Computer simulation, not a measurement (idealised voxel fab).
process module | voxel double patterning
cross-section cut | 245 nm wide | cells 5 nm
A cross-section is a grid of square cells, given in bands from the top down. A band is one or more rows of cells.
Each band's line starts with the height of the band's top and of its bottom, in nm. Then come its materials from left to right, each with its width in nm. One material with "throughout" fills the band from edge to edge. "air" is empty space.
Height 0 is the level under which the wafer as received is all one material. The lowest band goes on downwards, as in "0 down".
A width such as "30 to 40" changes by the same amount from each row of cells to the next, from the band's top row to its bottom row.
"no change" after a step means that no cell of the cross-section changed.
closed voids: empty space of 8 cells or more with no open way to the top, each as width x height at its distance from the left edge, in nm
after a step's settings: what the simulator itself notes on the step
overlay nm, on a step with a mask: how far to the right of its planned place the mask lay; to the left if negative
plan
1 op RECEIVE | material Si
2 op CONFORMAL_DEP | material SiO2 | thk nm 10
3 op DIRECTIONAL_DEP | material W | thk nm 10
4 op DIRECTIONAL_DEP | material SiN | thk nm 10
5 op DIRECTIONAL_DEP | material aC | thk nm 10
6 op PATTERN | tone open | mask id FIRST | material resist | width nm 15 | pitch nm 50 | thk nm 25 | overlay nm 0
7 op DIRECTIONAL_ETCH | etch materials aC | depth nm 10
8 op STRIP | etch materials resist
9 op DIRECTIONAL_ETCH | etch materials SiN | depth nm 10
10 op STRIP | etch materials aC
11 op MASKED_ETCH | tone open | mask id SECOND | width nm 15 | etch materials SiN | depth nm 10 | overlay nm 0
12 op DIRECTIONAL_ETCH | etch materials W | depth nm 10
13 op STRIP | etch materials SiN
as received, after step 1
  0 down: Si throughout
  closed voids: none
a wafer at the end: this start, this plan, one mistake
  20 to 10: W 95 | air 15 | W 5 | air 15 | W 15 | air 15 | W 85
  10 to 0: SiO2 throughout
  0 down: Si throughout
  closed voids: none
what went wrong: step 6 ran as: op PATTERN | tone open | mask id FIRST | material resist | width nm 15 | pitch nm 50 | thk nm 25 | overlay nm 5
